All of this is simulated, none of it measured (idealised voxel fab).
Presented below is a process module, voxel gate over fins.
The cross-section shown here is cut; it is 185 nm wide and divided into square cells measuring 5 nm on a side.
Reading order for cross-sections: top band down to bottom band. Underlying form: a grid of square cells. Band size: one or more rows of cells.
Heights first: top, then bottom, in nm. Then materials, left to right, each with a width in nm. "edge to edge" on a single material: fills the band edge to edge. "empty": empty space.
Beneath 0, the wafer as received is one material, and that level is where height counting begins. The lowest band goes on downward without a bottom; it is written like "0..down".
A width such as "30 to 40" changes by the same amount from each row of cells to the next, from the band's top row to its bottom row.
Given "no alteration" for a step, no cell of the cross-section differs between before and after that step.
Voids not open to the top, 8 cells minimum: see "Closed internal cavities". Written width x height at distance; distance is from the left edge; nm.
Text after the settings on a step's line: the simulator's own remark on that step.
What "overlay nm" on a step's line means: if the step has a mask, that mask lay this far to the right of its planned place, or, when the value is negative, to the left.
Here's what the planned process steps look like:
1 RECEIVE, material Si
2 CONFORMAL_DEP, material SiN, thk nm 5
3 DIRECTIONAL_DEP, material aC, thk nm 10
4 PATTERN, tone cover, mask id FINS, material resist, width nm 15, pitch nm 60, thk nm 25, overlay nm 0
5 DIRECTIONAL_ETCH, etch materials aC, depth nm 10
6 STRIP, etch materials resist
7 DIRECTIONAL_ETCH, etch materials SiN, depth nm 5
8 DIRECTIONAL_ETCH, etch materials Si, depth nm 40
9 STRIP, etch materials aC
10 FILL_DEP, material SiO2, thk nm 10
11 CMP, height nm 5
12 PATTERN, tone open, mask id RAIL, material resist, width nm 15, thk nm 20, overlay nm 0
13 DIRECTIONAL_ETCH, etch materials SiO2, depth nm 40
14 STRIP, etch materials resist
15 CONFORMAL_DEP, material TiN, thk nm 5
16 FILL_DEP, material Ru, thk nm 5
17 CMP, height nm 5
18 SELECTIVE_ETCH, etch materials W Ru TiN, depth nm 30
19 FILL_DEP, material SiO2, thk nm 5
20 CMP, height nm 5
21 SELECTIVE_ETCH, etch materials SiO2, depth nm 10
22 STRIP, etch materials SiN
23 CONFORMAL_DEP, material HfO2, thk nm 5
24 CONFORMAL_DEP, material TiN, thk nm 5
25 FILL_DEP, material W, thk nm 15
26 CMP, height nm 20
27 CONFORMAL_DEP, material SiN, thk nm 10
Be aware that, although all wafers share a common starting state, the depth nm at step 21 differs among them, and the plan displays the first wafer's value.
First of several wafers, received after step 1, in cross-section:
0..down  Si edge to edge
Closed internal cavities: none
Cross-section, first of several wafers, end of module, after last step 27:
30..20  SiN edge to edge
20..10  W edge to edge
10..5  W 45  TiN 35  W 25  TiN 35  W 45
5..0  TiN 50  HfO2 25  TiN 35  HfO2 25  TiN 50
0..-5  HfO2 55  Si 15  HfO2 45  Si 15  HfO2 55
-5..-25  SiO2 55  Si 15  SiO2 45  Si 15  SiO2 55
-25..-30  SiO2 55  Si 15  SiO2 15  TiN 5  Ru 5  TiN 5  SiO2 15  Si 15  SiO2 55
-30..-35  SiO2 55  Si 15  SiO2 15  TiN 15  SiO2 15  Si 15  SiO2 55
-35..-40  SiO2 55  Si 15  SiO2 45  Si 15  SiO2 55
-40..down  Si edge to edge
Closed internal cavities: none
Cross-section, module end, final of several wafers:
30..20  SiN edge to edge
20..10  W edge to edge
10..5  W 45  TiN 35  W 25  TiN 35  W 45
5..0  W 45  TiN 5  HfO2 25  TiN 5  W 25  TiN 5  HfO2 25  TiN 5  W 45
0..-15  W 45  TiN 5  HfO2 5  Si 15  HfO2 5  TiN 5  W 25  TiN 5  HfO2 5  Si 15  HfO2 5  TiN 5  W 45
-15..-20  W 45  TiN 5  HfO2 5  Si 15  HfO2 5  TiN 35  HfO2 5  Si 15  HfO2 5  TiN 5  W 45
-20..-25  TiN 50  HfO2 5  Si 15  HfO2 5  TiN 5  HfO2 25  TiN 5  HfO2 5  Si 15  HfO2 5  TiN 50
-25..-30  HfO2 55  Si 15  HfO2 15  TiN 5  Ru 5  TiN 5  HfO2 15  Si 15  HfO2 55
-30..-35  SiO2 55  Si 15  SiO2 15  TiN 15  SiO2 15  Si 15  SiO2 55
-35..-40  SiO2 55  Si 15  SiO2 45  Si 15  SiO2 55
-40..down  Si edge to edge
Closed internal cavities: none
Wafer rows, end of module: cells per material gained (+) or lost (-) since receipt; closed voids last:
depth nm 10 | +41 HfO2 | +1 Ru | -248 Si | +74 SiN | +211 SiO2 | +46 TiN | +97 W | Closed internal cavities: none
depth nm 15 | +45 HfO2 | +1 Ru | -248 Si | +74 SiN | +180 SiO2 | +50 TiN | +120 W | Closed internal cavities: none
depth nm 20 | +49 HfO2 | +1 Ru | -248 Si | +74 SiN | +149 SiO2 | +54 TiN | +143 W | Closed internal cavities: none
depth nm 25 | +53 HfO2 | +1 Ru | -248 Si | +74 SiN | +118 SiO2 | +58 TiN | +166 W | Closed internal cavities: none
depth nm 30 | +57 HfO2 | +1 Ru | -248 Si | +74 SiN | +87 SiO2 | +62 TiN | +189 W | Closed internal cavities: none
depth nm 35 | +63 HfO2 | +1 Ru | -248 Si | +74 SiN | +59 SiO2 | +66 TiN | +207 W | Closed internal cavities: none
